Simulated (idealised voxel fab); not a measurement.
The document below concerns the process module designated voxel capacitor over wiring.
Each square cell in cross-section cut measures 5 nm, and the section as a whole is 220 nm wide.
The cross-sections in this document take the form of a grid made of square cells. They are written out as bands, in order from top to bottom. Each band consists of one or more rows of cells.
Heights first: top, then bottom, in nm. Then materials, left to right, each with a width in nm. "throughout" on a single material: fills the band edge to edge. "empty": empty space.
Counting heights begins at 0, where everything beneath is, in the wafer as received, one material. The lowest band has no bottom; it goes on downwards, as "0 down" shows.
You'd read "30..40" like this: the band's top row of cells is as wide as the first number, its bottom row is as wide as the second, and going down, every row changes width by the same amount as the row before did.
The cross-section has no changed cell in any step marked "nothing different".
The entry titled "Closed void register" provides the empty spaces that have no open way to the top, restricted to those of 8 cells or more. Each is presented as width x height at distance, the distance being measured from the left edge, with all three in nm.
What comes after the settings on a step's line is commentary from the simulator itself on that step.
overlay nm: step with mask; distance mask lay right of planned place; negative value = left of planned place.

# Below is the list of planned process steps
1) RECEIVE, material Si
2) CONFORMAL_DEP, material SiO2, thk nm 15
3) DIRECTIONAL_DEP, material TiN, thk nm 5
4) DIRECTIONAL_DEP, material Ru, thk nm 15
5) DIRECTIONAL_DEP, material aC, thk nm 10
6) PATTERN, tone cover, mask id METAL_1, material resist, width nm 25, pitch nm 85, thk nm 30, overlay nm 0
7) DIRECTIONAL_ETCH, etch materials aC, depth nm 10
8) STRIP, etch materials resist
9) DIRECTIONAL_ETCH, etch materials Ru, depth nm 15
10) DIRECTIONAL_ETCH, etch materials TiN, depth nm 5
11) STRIP, etch materials aC
12) CONFORMAL_DEP, material SiN, thk nm 5
13) FILL_DEP, material SiO2, thk nm 5
14) CMP, height nm 35
15) CONFORMAL_DEP, material SiCN, thk nm 5
16) DIRECTIONAL_DEP, material lowk, thk nm 20
17) PATTERN, tone open, mask id PLUG_1, material resist, width nm 15, thk nm 15, overlay nm 0
18) DIRECTIONAL_ETCH, etch materials lowk, depth nm 20
19) DIRECTIONAL_ETCH, etch materials SiCN, depth nm 5
20) STRIP, etch materials resist
21) EPI, material Ru, thk nm 10
22) EPI, material Ru, thk nm 10
23) EPI, material Ru, thk nm 5
24) DIRECTIONAL_DEP, material TiN, thk nm 10
25) DIRECTIONAL_DEP, material Al2O3, thk nm 5
26) DIRECTIONAL_DEP, material TiN, thk nm 5
27) MASKED_ETCH, tone cover, mask id UPPER_PLATE, width nm 65, etch materials TiN, depth nm 5, overlay nm 0
28) MASKED_ETCH, tone cover, mask id UPPER_PLATE, width nm 65, etch materials Al2O3, depth nm 5, overlay nm 0
29) PATTERN, tone cover, mask id LOWER_PLATE, material resist, width nm 75, thk nm 20, overlay nm 0
30) DIRECTIONAL_ETCH, etch materials TiN, depth nm 10
31) STRIP, etch materials resist
32) FILL_DEP, material SiO2, thk nm 15
33) CMP, height nm 90
34) DIRECTIONAL_DEP, material aC, thk nm 10
35) PATTERN, tone open, mask id PLUG_2, material resist, width nm 15, thk nm 30, overlay nm 0
36) DIRECTIONAL_ETCH, etch materials aC, depth nm 10
37) STRIP, etch materials resist
38) DIRECTIONAL_ETCH, etch materials SiO2, depth nm 10
39) STRIP, etch materials aC
40) CONFORMAL_DEP, material TiN, thk nm 5
41) FILL_DEP, material W, thk nm 5
42) CMP, height nm 90
43) CONFORMAL_DEP, material SiCN, thk nm 5

# Cross-section of the wafer as it came to us, i.e., already through step 1
> 0 down = Si throughout
> Closed void register: none

# First of two wafers, end-of-module section, run followed plan
> 95 to 90 = SiCN throughout
> 90 to 85 = 75 SiO2, then 5 TiN, then 5 W, then 5 TiN, then 130 SiO2
> 85 to 75 = 75..65 SiO2, then 15..65 TiN, then 130..90 SiO2
> 75 to 70 = 65 SiO2, then 65 Al2O3, then 90 SiO2
> 70 to 60 = 60 SiO2, then 75 TiN, then 85 SiO2
> 60 to 40 = 65 lowk, then 15 Ru, then 140 lowk
> 40 to 35 = 65 SiCN, then 15 Ru, then 140 SiCN
> 35 to 20 = 50 SiO2, then 5 SiN, then 25 Ru, then 5 SiN, then 50 SiO2, then 5 SiN, then 25 Ru, then 5 SiN, then 50 SiO2
> 20 to 15 = 55 SiN, then 25 TiN, then 60 SiN, then 25 TiN, then 55 SiN
> 15 to 0 = SiO2 throughout
> 0 down = Si throughout
> Closed void register: none

# What the second wafer looks like in cross-section once the module is done. Its start and its plan matched the first wafer's exactly; what differed was one mistake in how it was run
> 95 to 90 = SiCN throughout
> 90 to 85 = 75 SiO2, then 5 TiN, then 5 W, then 5 TiN, then 130 SiO2
> 85 to 75 = 75..65 SiO2, then 15..65 TiN, then 130..90 SiO2
> 75 to 70 = 65 SiO2, then 65 Al2O3, then 90 SiO2
> 70 to 60 = 60 SiO2, then 75 TiN, then 85 SiO2
> 60 to 40 = 65 lowk, then 15 Ru, then 140 lowk
> 40 to 35 = 65 SiCN, then 15 Ru, then 140 SiCN
> 35 to 20 = 50 SiO2, then 5 SiN, then 30 Ru, then 5 SiN, then 45 SiO2, then 5 SiN, then 30 Ru, then 5 SiN, then 45 SiO2
> 20 to 15 = 55 SiN, then 30 TiN, then 55 SiN, then 30 TiN, then 50 SiN
> 15 to 0 = SiO2 throughout
> 0 down = Si throughout
> Closed void register: none
Want to know what went wrong? step 6 ran with different settings than intended, the actual operation and settings being PATTERN, tone cover, mask id METAL_1, material resist, width nm 30, pitch nm 85, thk nm 30, overlay nm 0
Heads up, by the end the second wafer has more or fewer cells of some materials compared to the first: 6 more of Ru | 2 fewer of SiN | 6 fewer of SiO2 | 2 more of TiN
